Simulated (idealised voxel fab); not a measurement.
The name of this process module is voxel released beams.
Square cell edge 5 nm, section width 205 nm, ID cut.
Think of the cross-section as a grid of square cells. We describe it in bands, top to bottom, and each band covers one or more rows of those cells.
Basically the band line says how high the top is and how high the bottom is, in nm, and then what's in it from left to right, every material with its width in nm. Empty space shows up as "air", and if a single material carries "full width" it runs the full band edge to edge.
Basically, 0 is our baseline, since under it the wafer straight out of the box is all one material. The bottom band has no lower end and keeps on going down, so it looks like "0 nm and below".
Read "30 to 40" as a graded width: first number on top, second number at the bottom, same change between each pair of neighbouring rows.
Any step labelled "nothing got changed" changed none of the cells in the cross-section.
The entry "Voids, fully enclosed" lists the empty spaces that cover at least 8 cells and have no open path to the top. Each is written as width x height at distance, where the distance is measured from the left edge and all three values are in nm.
Step line, after settings: the simulator's comment on this step.
What "overlay nm" on a step's line means: if the step has a mask, that mask lay this far to the right of its planned place, or, when the value is negative, to the left.

**Steps planned for the process**
1 RECEIVE,material Si
2 CONFORMAL_DEP,material SiN,thk nm 10
3 DIRECTIONAL_DEP,material SiO2,thk nm 15
4 DIRECTIONAL_DEP,material aC,thk nm 10
5 PATTERN,tone open,mask id ANCHOR,material resist,width nm 35,thk nm 25,overlay nm 0
6 DIRECTIONAL_ETCH,etch materials aC,depth nm 10
7 STRIP,etch materials resist
8 DIRECTIONAL_ETCH,etch materials SiO2,depth nm 15
9 STRIP,etch materials aC
10 CONFORMAL_DEP,material TiN,thk nm 15
11 MASKED_ETCH,tone cover,mask id BEAM,width nm 80,etch materials TiN,depth nm 15,overlay nm 0
12 STRIP,etch materials SiO2

**Wafer cross-section on receipt, i.e. after step 1**
    0 nm and below | Si full width
    Voids, fully enclosed: none

**Post-module cross-section of the first of two wafers (run per plan)**
    40 nm to 25 nm | air: 60, TiN: 20, air: 5, TiN: 55, air: 65
    25 nm to 10 nm | air: 65, TiN: 35, air: 105
    10 nm to 0 nm | SiN full width
    0 nm and below | Si full width
    Voids, fully enclosed: none

**Cross-section, second wafer: same start as the first, same plan as the first, one mistake in running it; taken at the end of the module**
    45 nm to 30 nm | air: 60, TiN: 20, air: 5, TiN: 55, air: 65
    30 nm to 15 nm | air: 65, TiN: 35, air: 105
    15 nm to 0 nm | SiN full width
    0 nm and below | Si full width
    Voids, fully enclosed: none
Processing error: step 2 deviated from plan and actually ran as CONFORMAL_DEP,material SiN,thk nm 15
The closing comparison, in cells, has the second wafer with more or fewer of some materials than the first: +41 SiN
